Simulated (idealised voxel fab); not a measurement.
process module | voxel self aligned vias
cross-section cut | 205 nm wide | cells 5 nm
A cross-section is a grid of square cells, given in bands from the top down. A band is one or more rows of cells.
Each band's line starts with the height of the band's top and of its bottom, in nm. Then come its materials from left to right, each with its width in nm. One material with "throughout" fills the band from edge to edge. "air" is empty space.
Height 0 is the level under which the wafer as received is all one material. The lowest band goes on downwards, as in "0 down".
A width such as "30 to 40" changes by the same amount from each row of cells to the next, from the band's top row to its bottom row.
"no change" after a step means that no cell of the cross-section changed.
closed voids: empty space of 8 cells or more with no open way to the top, each as width x height at its distance from the left edge, in nm
after a step's settings: what the simulator itself notes on the step
overlay nm, on a step with a mask: how far to the right of its planned place the mask lay; to the left if negative
plan
1 op RECEIVE | material Si
2 op CONFORMAL_DEP | material SiO2 | thk nm 10
3 op CONFORMAL_DEP | material SiCN | thk nm 5
4 op DIRECTIONAL_DEP | material lowk | thk nm 30
5 op MASKED_ETCH | tone open | mask id LINES | width nm 20 | pitch nm 65 | etch materials lowk | depth nm 30 | overlay nm 0
6 op CONFORMAL_DEP | material TiN | thk nm 5
7 op FILL_DEP | material W | thk nm 5
8 op CMP | height nm 45
9 op SELECTIVE_ETCH | etch materials W Ru TiN | depth nm 5
10 op FILL_DEP | material SiN | thk nm 5
11 op CMP | height nm 45
12 op DIRECTIONAL_DEP | material lowk | thk nm 15
13 op PATTERN | tone open | mask id VIAS | material resist | width nm 40 | pitch nm 65 | thk nm 20 | overlay nm 0
14 op DIRECTIONAL_ETCH | etch materials lowk | depth nm 15
15 op DIRECTIONAL_ETCH | etch materials SiN | depth nm 5
16 op STRIP | etch materials resist
17 op CONFORMAL_DEP | material TiN | thk nm 5
18 op FILL_DEP | material Cu | thk nm 10
19 op CMP | height nm 60
20 op CONFORMAL_DEP | material SiCN | thk nm 5
first wafer, as planned
as received, after step 1
  0 down: Si throughout
  closed voids: none
after step 2
  10 to 0: SiO2 throughout
  below 0: unchanged
after step 3
  15 to 10: SiCN throughout
  below 10: unchanged
after step 4
  45 to 15: lowk throughout
  below 15: unchanged
after step 5
  45 to 15: lowk 25 | air 20 | lowk 45 | air 20 | lowk 45 | air 20 | lowk 30
  below 15: unchanged
after step 6
  50 to 45: TiN 30 | air 10 | TiN 55 | air 10 | TiN 55 | air 10 | TiN 35
  45 to 20: lowk 25 | TiN 5 | air 10 | TiN 5 | lowk 45 | TiN 5 | air 10 | TiN 5 | lowk 45 | TiN 5 | air 10 | TiN 5 | lowk 30
  20 to 15: lowk 25 | TiN 20 | lowk 45 | TiN 20 | lowk 45 | TiN 20 | lowk 30
  below 15: unchanged
after step 7
  55 to 50: W throughout
  50 to 45: TiN 30 | W 10 | TiN 55 | W 10 | TiN 55 | W 10 | TiN 35
  45 to 20: lowk 25 | TiN 5 | W 10 | TiN 5 | lowk 45 | TiN 5 | W 10 | TiN 5 | lowk 45 | TiN 5 | W 10 | TiN 5 | lowk 30
  below 20: unchanged
after step 8
  45 to 20: lowk 25 | TiN 5 | W 10 | TiN 5 | lowk 45 | TiN 5 | W 10 | TiN 5 | lowk 45 | TiN 5 | W 10 | TiN 5 | lowk 30
  below 20: unchanged
after step 9
  45 to 40: lowk 25 | air 20 | lowk 45 | air 20 | lowk 45 | air 20 | lowk 30
  below 40: unchanged
after step 10
  50 to 45: SiN throughout
  45 to 40: lowk 25 | SiN 20 | lowk 45 | SiN 20 | lowk 45 | SiN 20 | lowk 30
  below 40: unchanged
after step 11
  45 to 40: lowk 25 | SiN 20 | lowk 45 | SiN 20 | lowk 45 | SiN 20 | lowk 30
  below 40: unchanged
after step 12
  60 to 45: lowk throughout
  below 45: unchanged
after step 13
  80 to 60: resist 15 | air 40 | resist 25 | air 40 | resist 25 | air 40 | resist 20
  below 60: unchanged
after step 14
  80 to 60: resist 15 | air 40 | resist 25 | air 40 | resist 25 | air 40 | resist 20
  60 to 45: lowk 15 | air 40 | lowk 25 | air 40 | lowk 25 | air 40 | lowk 20
  below 45: unchanged
after step 15
  80 to 60: resist 15 | air 40 | resist 25 | air 40 | resist 25 | air 40 | resist 20
  60 to 45: lowk 15 | air 40 | lowk 25 | air 40 | lowk 25 | air 40 | lowk 20
  45 to 40: lowk 25 | air 20 | lowk 45 | air 20 | lowk 45 | air 20 | lowk 30
  below 40: unchanged
after step 16
  60 to 45: lowk 15 | air 40 | lowk 25 | air 40 | lowk 25 | air 40 | lowk 20
  below 45: unchanged
after step 17
  65 to 60: TiN 20 | air 30 | TiN 35 | air 30 | TiN 35 | air 30 | TiN 25
  60 to 50: lowk 15 | TiN 5 | air 30 | TiN 5 | lowk 25 | TiN 5 | air 30 | TiN 5 | lowk 25 | TiN 5 | air 30 | TiN 5 | lowk 20
  50 to 45: lowk 15 | TiN 15 | air 10 | TiN 15 | lowk 25 | TiN 15 | air 10 | TiN 15 | lowk 25 | TiN 15 | air 10 | TiN 15 | lowk 20
  45 to 40: lowk 25 | TiN 20 | lowk 45 | TiN 20 | lowk 45 | TiN 20 | lowk 30
  below 40: unchanged
after step 18
  75 to 65: Cu throughout
  65 to 60: TiN 20 | Cu 30 | TiN 35 | Cu 30 | TiN 35 | Cu 30 | TiN 25
  60 to 50: lowk 15 | TiN 5 | Cu 30 | TiN 5 | lowk 25 | TiN 5 | Cu 30 | TiN 5 | lowk 25 | TiN 5 | Cu 30 | TiN 5 | lowk 20
  50 to 45: lowk 15 | TiN 15 | Cu 10 | TiN 15 | lowk 25 | TiN 15 | Cu 10 | TiN 15 | lowk 25 | TiN 15 | Cu 10 | TiN 15 | lowk 20
  below 45: unchanged
after step 19
  60 to 50: lowk 15 | TiN 5 | Cu 30 | TiN 5 | lowk 25 | TiN 5 | Cu 30 | TiN 5 | lowk 25 | TiN 5 | Cu 30 | TiN 5 | lowk 20
  below 50: unchanged
after step 20
  65 to 60: SiCN throughout
  below 60: unchanged
second wafer: like start, like plan, one mistake. Through step 9 it matches the first wafer
when step 10 should have ended
  50 to 45: Ru throughout
  45 to 40: lowk 25 | Ru 20 | lowk 45 | Ru 20 | lowk 45 | Ru 20 | lowk 30
  below 40: unchanged
when step 11 should have ended
  45 to 40: lowk 25 | Ru 20 | lowk 45 | Ru 20 | lowk 45 | Ru 20 | lowk 30
  below 40: unchanged
when step 12 should have ended
  60 to 45: lowk throughout
  below 45: unchanged
when step 13 should have ended
  80 to 60: resist 15 | air 40 | resist 25 | air 40 | resist 25 | air 40 | resist 20
  below 60: unchanged
when step 14 should have ended
  80 to 60: resist 15 | air 40 | resist 25 | air 40 | resist 25 | air 40 | resist 20
  60 to 45: lowk 15 | air 40 | lowk 25 | air 40 | lowk 25 | air 40 | lowk 20
  below 45: unchanged
when step 15 should have ended: no change
when step 16 should have ended
  60 to 45: lowk 15 | air 40 | lowk 25 | air 40 | lowk 25 | air 40 | lowk 20
  below 45: unchanged
when step 17 should have ended
  65 to 60: TiN 20 | air 30 | TiN 35 | air 30 | TiN 35 | air 30 | TiN 25
  60 to 50: lowk 15 | TiN 5 | air 30 | TiN 5 | lowk 25 | TiN 5 | air 30 | TiN 5 | lowk 25 | TiN 5 | air 30 | TiN 5 | lowk 20
  50 to 45: lowk 15 | TiN 40 | lowk 25 | TiN 40 | lowk 25 | TiN 40 | lowk 20
  below 45: unchanged
when step 18 should have ended
  75 to 65: Cu throughout
  65 to 60: TiN 20 | Cu 30 | TiN 35 | Cu 30 | TiN 35 | Cu 30 | TiN 25
  60 to 50: lowk 15 | TiN 5 | Cu 30 | TiN 5 | lowk 25 | TiN 5 | Cu 30 | TiN 5 | lowk 25 | TiN 5 | Cu 30 | TiN 5 | lowk 20
  below 50: unchanged
when step 19 should have ended
  60 to 50: lowk 15 | TiN 5 | Cu 30 | TiN 5 | lowk 25 | TiN 5 | Cu 30 | TiN 5 | lowk 25 | TiN 5 | Cu 30 | TiN 5 | lowk 20
  below 50: unchanged
when step 20 should have ended
  65 to 60: SiCN throughout
  below 60: unchanged
what went wrong: step 10 ran as: op FILL_DEP | material Ru | thk nm 5
at the end the second wafer has, in cells: 6 fewer of Cu | 12 more of Ru | 6 fewer of TiN
